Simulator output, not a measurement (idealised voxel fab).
voxel gate over fins: a process module
This is section cut - it's 255 nm across, gridded in 5 nm square cells.
Cross-section = grid of square cells, listed top down in bands; band = one or more rows.
A band entry consists of two parts. The first gives the height of the band's top and the height of its bottom, in nm. The rest lists the band's materials from left to right, each with its width in nm. A single material labelled with the word "everywhere" fills the band from edge to edge, and the word "empty" marks empty space.
The reference from which all heights are counted is 0, the level beneath which the as-received wafer is entirely one material; the lowest band, having no lower bound, proceeds downward and is written after the example "top 0, no bottom".
Think of "30..40" as a width that walks from the first number to the second as you go down the band, top row to bottom row, taking equal-sized steps from row to row.
Take "all unchanged" at face value: in the step it is given for, the cross-section changed in none of its cells.
The entry titled "Sealed cavities" provides the empty spaces that have no open way to the top, restricted to those of 8 cells or more. Each is presented as width x height at distance, the distance being measured from the left edge, with all three in nm.
That trailing text on a step's line, after the settings, is the simulator's own remark on the step.
overlay nm: right-of-plan distance of the mask on a masked step; negative values mean left-of-plan.
[plan]
| 1 | RECEIVE,material Si |
| 2 | CONFORMAL_DEP,material SiN,thk nm 5 |
| 3 | DIRECTIONAL_DEP,material aC,thk nm 10 |
| 4 | PATTERN,tone cover,mask id FINS,material resist,width nm 15,pitch nm 50,thk nm 25,overlay nm 0 |
| 5 | DIRECTIONAL_ETCH,etch materials aC,depth nm 10 |
| 6 | STRIP,etch materials resist |
| 7 | DIRECTIONAL_ETCH,etch materials SiN,depth nm 5 |
| 8 | DIRECTIONAL_ETCH,etch materials Si,depth nm 30 |
| 9 | STRIP,etch materials aC |
| 10 | FILL_DEP,material SiO2,thk nm 15 |
| 11 | CMP,height nm 5 |
| 12 | MASKED_ETCH,tone open,mask id RAIL,width nm 15,etch materials SiO2,depth nm 30,overlay nm 0 |
| 13 | CONFORMAL_DEP,material TiN,thk nm 5 |
| 14 | FILL_DEP,material W,thk nm 10 |
| 15 | CMP,height nm 5 |
| 16 | SELECTIVE_ETCH,etch materials W Ru TiN,depth nm 25 |
| 17 | FILL_DEP,material SiO2,thk nm 5 |
| 18 | CMP,height nm 5 |
| 19 | SELECTIVE_ETCH,etch materials SiO2,depth nm 15 |
| 20 | STRIP,etch materials SiN |
| 21 | CONFORMAL_DEP,material HfO2,thk nm 5 |
| 22 | CONFORMAL_DEP,material TiN,thk nm 5 |
| 23 | CONFORMAL_DEP,material TiAl,thk nm 5 |
| 24 | CONFORMAL_DEP,material TiN,thk nm 5 |
| 25 | FILL_DEP,material W,thk nm 15 |
| 26 | CMP,height nm 30 |
| 27 | CONFORMAL_DEP,material SiN,thk nm 5 |
[Cross-section of the wafer upon arrival, representing the state reached after step 1]
* top 0, no bottom: Si everywhere
* Sealed cavities: none
[Cross-section taken at module completion on the first of two wafers; processed per the plan]
* top 35, bottom 30: SiN everywhere
* top 30, bottom 20: W everywhere
* top 20, bottom 15: W 50 / TiN 155 / W 50
* top 15, bottom 10: W 50 / TiN 5 / TiAl 45 / TiN 5 / TiAl 45 / TiN 5 / TiAl 45 / TiN 5 / W 50
* top 10, bottom 5: TiN 55 / TiAl 5 / TiN 35 / TiAl 5 / TiN 5 / TiAl 5 / TiN 35 / TiAl 5 / TiN 5 / TiAl 5 / TiN 35 / TiAl 5 / TiN 55
* top 5, bottom 0: TiAl 60 / TiN 5 / HfO2 25 / TiN 5 / TiAl 15 / TiN 5 / HfO2 25 / TiN 5 / TiAl 15 / TiN 5 / HfO2 25 / TiN 5 / TiAl 60
* top 0, bottom -5: TiN 65 / HfO2 5 / Si 15 / HfO2 5 / TiN 25 / HfO2 5 / Si 15 / HfO2 5 / TiN 25 / HfO2 5 / Si 15 / HfO2 5 / TiN 65
* top -5, bottom -10: HfO2 70 / Si 15 / HfO2 35 / Si 15 / HfO2 35 / Si 15 / HfO2 70
* top -10, bottom -20: SiO2 70 / Si 15 / SiO2 35 / Si 15 / SiO2 35 / Si 15 / SiO2 70
* top -20, bottom -25: SiO2 70 / Si 15 / SiO2 10 / TiN 15 / SiO2 10 / Si 15 / SiO2 35 / Si 15 / SiO2 70
* top -25, bottom -30: SiO2 70 / Si 15 / SiO2 35 / Si 15 / SiO2 35 / Si 15 / SiO2 70
* top -30, no bottom: Si everywhere
* Sealed cavities: none
[Wafer two cross-section, module end. Start and plan unchanged from wafer one; one mistake made during the run]
* top 35, bottom 30: SiN everywhere
* top 30, bottom 20: W everywhere
* top 20, bottom 15: W 50 / TiN 155 / W 50
* top 15, bottom 10: W 50 / TiN 5 / TiAl 45 / TiN 5 / TiAl 45 / TiN 5 / TiAl 45 / TiN 5 / W 50
* top 10, bottom 5: W 50 / TiN 5 / TiAl 5 / TiN 35 / TiAl 5 / TiN 5 / TiAl 5 / TiN 35 / TiAl 5 / TiN 5 / TiAl 5 / TiN 35 / TiAl 5 / TiN 5 / W 50
* top 5, bottom 0: W 50 / TiN 5 / TiAl 5 / TiN 5 / HfO2 25 / TiN 5 / TiAl 5 / TiN 5 / TiAl 5 / TiN 5 / HfO2 25 / TiN 5 / TiAl 5 / TiN 5 / TiAl 5 / TiN 5 / HfO2 25 / TiN 5 / TiAl 5 / TiN 5 / W 50
* top 0, bottom -5: W 50 / TiN 5 / TiAl 5 / TiN 5 / HfO2 5 / Si 15 / HfO2 5 / TiN 5 / TiAl 5 / TiN 5 / TiAl 5 / TiN 5 / HfO2 5 / Si 15 / HfO2 5 / TiN 5 / TiAl 5 / TiN 5 / TiAl 5 / TiN 5 / HfO2 5 / Si 15 / HfO2 5 / TiN 5 / TiAl 5 / TiN 5 / W 50
* top -5, bottom -10: TiN 55 / TiAl 5 / TiN 5 / HfO2 5 / Si 15 / HfO2 5 / TiN 5 / TiAl 15 / TiN 5 / HfO2 5 / Si 15 / HfO2 5 / TiN 5 / TiAl 5 / TiN 5 / TiAl 5 / TiN 5 / HfO2 5 / Si 15 / HfO2 5 / TiN 5 / TiAl 5 / TiN 55
* top -10, bottom -15: TiAl 60 / TiN 5 / HfO2 5 / Si 15 / HfO2 5 / TiN 25 / HfO2 5 / Si 15 / HfO2 5 / TiN 5 / TiAl 15 / TiN 5 / HfO2 5 / Si 15 / HfO2 5 / TiN 5 / TiAl 60
* top -15, bottom -20: TiN 65 / HfO2 5 / Si 15 / HfO2 35 / Si 15 / HfO2 5 / TiN 25 / HfO2 5 / Si 15 / HfO2 5 / TiN 65
* top -20, bottom -25: HfO2 70 / Si 15 / HfO2 10 / TiN 15 / HfO2 10 / Si 15 / HfO2 35 / Si 15 / HfO2 70
* top -25, bottom -30: SiO2 70 / Si 15 / SiO2 35 / Si 15 / SiO2 35 / Si 15 / SiO2 70
* top -30, no bottom: Si everywhere
* Sealed cavities: none
Finding, execution versus plan: step 19 from the plan got run twice
at the end the second wafer has, in cells: HfO2: 20 more | SiO2: 123 fewer | TiAl: 16 more | TiN: 27 more | W: 60 more
